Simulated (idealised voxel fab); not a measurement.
Process module heading - voxel capacitor over wiring
Square cell edge 5 nm, section width 170 nm, ID cut.
Reading order for cross-sections: top band down to bottom band. Underlying form: a grid of square cells. Band size: one or more rows of cells.
First you get the band's top height and its bottom height, in nm, and then the materials it's made of, left to right, with each width in nm. If you see a single material with "throughout", that one covers the band edge to edge. "air" is empty space.
Where do heights start? At 0: under that level the wafer as delivered is made of one material only. And the lowest band has no floor; it just carries on downward, as in "0..down".
You'd read "30..40" like this: the band's top row of cells is as wide as the first number, its bottom row is as wide as the second, and going down, every row changes width by the same amount as the row before did.
For the purposes of this document, the phrase "nothing different" attached to a step denotes that no cell within the cross-section was modified by that step.
In "Enclosed empty spaces" the enclosed voids are listed, meaning empty spaces of 8 cells or larger without any opening to the top. The form is width x height at distance, distance from the left edge, units nm.
Anything after a step's settings on that line? It's the simulator's own note about the step.
Each step line may optionally specify "overlay nm", which for a step with a mask gives the rightward distance between the mask's planned place and where it lay, a negative value indicating the leftward direction.

PLANNED PROCESS STEPS
1) RECEIVE: material Si
2) CONFORMAL_DEP: material SiO2, thk nm 15
3) CONFORMAL_DEP: material SiN, thk nm 5
4) DIRECTIONAL_DEP: material SiO2, thk nm 25
5) DIRECTIONAL_DEP: material aC, thk nm 15
6) PATTERN: tone open, mask id METAL_1, material resist, width nm 30, pitch nm 90, thk nm 30, overlay nm 0
7) DIRECTIONAL_ETCH: etch materials aC, depth nm 15
8) STRIP: etch materials resist
9) DIRECTIONAL_ETCH: etch materials SiO2, depth nm 25
10) DIRECTIONAL_ETCH: etch materials SiN, depth nm 5
11) STRIP: etch materials aC
12) CONFORMAL_DEP: material TiN, thk nm 5
13) FILL_DEP: material Cu, thk nm 10
14) CMP: height nm 45
15) CONFORMAL_DEP: material SiCN, thk nm 5
16) DIRECTIONAL_DEP: material SiO2, thk nm 15
17) PATTERN: tone open, mask id PLUG_1, material resist, width nm 15, thk nm 20, overlay nm 0
18) DIRECTIONAL_ETCH: etch materials SiO2, depth nm 15
19) DIRECTIONAL_ETCH: etch materials SiCN, depth nm 5
20) STRIP: etch materials resist
21) CONFORMAL_DEP: material TiN, thk nm 5
22) FILL_DEP: material W, thk nm 5
23) CMP: height nm 65
24) DIRECTIONAL_DEP: material TiN, thk nm 5
25) DIRECTIONAL_DEP: material SiN, thk nm 5
26) DIRECTIONAL_DEP: material TiN, thk nm 5
27) MASKED_ETCH: tone cover, mask id UPPER_PLATE, width nm 65, etch materials TiN, depth nm 5, overlay nm 0
28) MASKED_ETCH: tone cover, mask id UPPER_PLATE, width nm 65, etch materials SiN, depth nm 5, overlay nm 0
29) DIRECTIONAL_DEP: material aC, thk nm 15
30) PATTERN: tone cover, mask id LOWER_PLATE, material resist, width nm 75, thk nm 35, overlay nm 0
31) DIRECTIONAL_ETCH: etch materials aC, depth nm 15
32) STRIP: etch materials resist
33) DIRECTIONAL_ETCH: etch materials TiN, depth nm 5
34) STRIP: etch materials aC
35) FILL_DEP: material SiO2, thk nm 15
36) CMP: height nm 90
37) MASKED_ETCH: tone open, mask id PLUG_2, width nm 15, etch materials SiO2, depth nm 10, overlay nm 0
38) CONFORMAL_DEP: material TiN, thk nm 5
39) FILL_DEP: material Cu, thk nm 5
40) CMP: height nm 90
41) CONFORMAL_DEP: material SiCN, thk nm 5

WAFER CROSS-SECTION ON RECEIPT, I.E. AFTER STEP 1
  0..down = Si throughout
  Enclosed empty spaces: none

WAFER CROSS-SECTION AT END OF MODULE: START AND PLAN AS SHOWN ABOVE, ONE EXECUTION ERROR
  95..90 = SiCN throughout
  90..85 = 50 of SiO2 / 5 of TiN / 5 of Cu / 5 of TiN / 105 of SiO2
  85..80 = 50 of SiO2 / 15 of TiN / 105 of SiO2
  80..75 = SiO2 throughout
  75..70 = 40 of SiO2 / 65 of SiN / 65 of SiO2
  70..65 = 35 of SiO2 / 75 of TiN / 60 of SiO2
  65..50 = 40 of SiO2 / 5 of TiN / 5 of W / 5 of TiN / 115 of SiO2
  50..45 = 40 of SiCN / 15 of TiN / 115 of SiCN
  45..20 = 25 of SiO2 / 5 of TiN / 20 of Cu / 5 of TiN / 60 of SiO2 / 5 of TiN / 20 of Cu / 5 of TiN / 25 of SiO2
  20..15 = 25 of SiN / 30 of TiN / 60 of SiN / 30 of TiN / 25 of SiN
  15..0 = SiO2 throughout
  0..down = Si throughout
  Enclosed empty spaces: none
Heads up, the wafer didn't run the way we planned it: step 26 of the plan was bypassed and not carried out
